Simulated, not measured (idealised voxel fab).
Process module heading - voxel ribs on slabs
Pictured: cross-section cut, 220 nm wide, on a grid of 5 nm square cells.
If you're reading a cross-section in this doc, picture square cells in a grid; it comes to you as bands, top ones listed first down to the bottom, and a band can be one or more rows of cells.
Basically the band line says how high the top is and how high the bottom is, in nm, and then what's in it from left to right, every material with its width in nm. Empty space shows up as "empty", and if a single material carries "throughout" it runs the full band edge to edge.
Height reference: 0 = level under which incoming wafer is all one material. Lowest band: no bottom, runs on downward, e.g. "0 down".
With a width like "30->40", each row of cells in the band differs from the next by the same amount, the top row carrying the first number and the bottom row the second.
The cross-section has no changed cell in any step marked "no change".
"Fully enclosed voids" contains a list of empty spaces, each no smaller than 8 cells and without an open way to the top, written in the form width x height at distance with the distance from the left edge and all three in nm.
Heads up: the bit after the settings on a step's line is the simulator's remark on that step.
"overlay nm", when on a step's line for a step with a mask, measures how far to the right of its planned place the mask lay; a negative measure means to the left.
List of planned process steps:
1: RECEIVE with material Si
2: DIRECTIONAL_DEP with material SiO2, thk nm 20
3: DIRECTIONAL_DEP with material polySi, thk nm 25
4: PATTERN with tone cover, mask id RIB, material resist, width nm 25, thk nm 20, overlay nm 0
5: DIRECTIONAL_ETCH with etch materials polySi, depth nm 5
6: STRIP with etch materials resist
7: MASKED_ETCH with tone cover, mask id SLAB, width nm 75, etch materials polySi, depth nm 20, overlay nm 0
8: FILL_DEP with material SiO2, thk nm 20
9: CMP with height nm 55
10: DIRECTIONAL_DEP with material W, thk nm 10
11: DIRECTIONAL_DEP with material aC, thk nm 10
12: PATTERN with tone cover, mask id HEATER, material resist, width nm 35, thk nm 30, overlay nm 0
13: DIRECTIONAL_ETCH with etch materials aC, depth nm 10
14: STRIP with etch materials resist
15: DIRECTIONAL_ETCH with etch materials W, depth nm 10
16: STRIP with etch materials aC
17: CONFORMAL_DEP with material SiN, thk nm 5
Shown in cross-section is the wafer as received, that is, as it stands after step 1:
    0 down | Si throughout
    Fully enclosed voids: none
Cross-sectional image of the first of two wafers at the end of the module, the run having proceeded as planned:
    70 to 65 | 85 nm empty  45 nm SiN  90 nm empty
    65 to 60 | 85 nm empty  5 nm SiN  35 nm W  5 nm SiN  90 nm empty
    60 to 55 | 90 nm SiN  35 nm W  95 nm SiN
    55 to 45 | SiO2 throughout
    45 to 40 | 95 nm SiO2  25 nm polySi  100 nm SiO2
    40 to 20 | 70 nm SiO2  75 nm polySi  75 nm SiO2
    20 to 0 | SiO2 throughout
    0 down | Si throughout
    Fully enclosed voids: none
Now the second wafer, cross-sectioned at the end of the module. Nothing different at the start, nothing different in the plan compared with the first, just one mistake when it was actually run:
    70 to 65 | 85 nm empty  45 nm SiN  90 nm empty
    65 to 60 | 85 nm empty  5 nm SiN  35 nm W  5 nm SiN  90 nm empty
    60 to 55 | 90 nm SiN  35 nm W  95 nm SiN
    55 to 45 | SiN throughout
    45 to 40 | 95 nm SiN  25 nm polySi  100 nm SiN
    40 to 20 | 70 nm SiN  75 nm polySi  75 nm SiN
    20 to 0 | SiO2 throughout
    0 down | Si throughout
    Fully enclosed voids: none
The mistake made against the process plan was this: step 8 did not happen as planned, as run it was FILL_DEP with material SiN, thk nm 20
FYI, end of process, the second wafer has more or fewer cells of some materials than the first: +243 SiN, -243 SiO2
